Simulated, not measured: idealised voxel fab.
process module | voxel double patterning
cross-section cut | 210 nm wide | cells 5 nm
A cross-section is a grid of square cells, given in bands from the top down. A band is one or more rows of cells.
Each band's line starts with the height of the band's top and of its bottom, in nm. Then come its materials from left to right, each with its width in nm. One material with "throughout" fills the band from edge to edge. "air" is empty space.
Height 0 is the level under which the wafer as received is all one material. The lowest band goes on downwards, as in "0 down".
A width such as "30 to 40" changes by the same amount from each row of cells to the next, from the band's top row to its bottom row.
"no change" after a step means that no cell of the cross-section changed.
closed voids: empty space of 8 cells or more with no open way to the top, each as width x height at its distance from the left edge, in nm
after a step's settings: what the simulator itself notes on the step
overlay nm, on a step with a mask: how far to the right of its planned place the mask lay; to the left if negative
plan
1 op RECEIVE | material Si
2 op CONFORMAL_DEP | material SiO2 | thk nm 5
3 op DIRECTIONAL_DEP | material polySi | thk nm 15
4 op DIRECTIONAL_DEP | material SiCN | thk nm 5
5 op PATTERN | tone open | mask id FIRST | material resist | width nm 15 | pitch nm 50 | thk nm 15 | overlay nm 0
6 op DIRECTIONAL_ETCH | etch materials SiCN | depth nm 5
7 op STRIP | etch materials resist
8 op PATTERN | tone open | mask id SECOND | material resist | width nm 15 | pitch nm 50 | thk nm 20 | overlay nm 0
9 op DIRECTIONAL_ETCH | etch materials SiCN | depth nm 5
10 op STRIP | etch materials resist
11 op DIRECTIONAL_ETCH | etch materials polySi | depth nm 15
12 op STRIP | etch materials SiCN
as received, after step 1
  0 down: Si throughout
  closed voids: none
a wafer at the end: this start, this plan, one mistake
  20 to 5: polySi 40 | air 15 | polySi 15 | air 15 | polySi 5 | air 15 | polySi 15 | air 15 | polySi 5 | air 15 | polySi 55
  5 to 0: SiO2 throughout
  0 down: Si throughout
  closed voids: none
what went wrong: step 5 ran as: op PATTERN | tone open | mask id FIRST | material resist | width nm 15 | pitch nm 50 | thk nm 15 | overlay nm -5
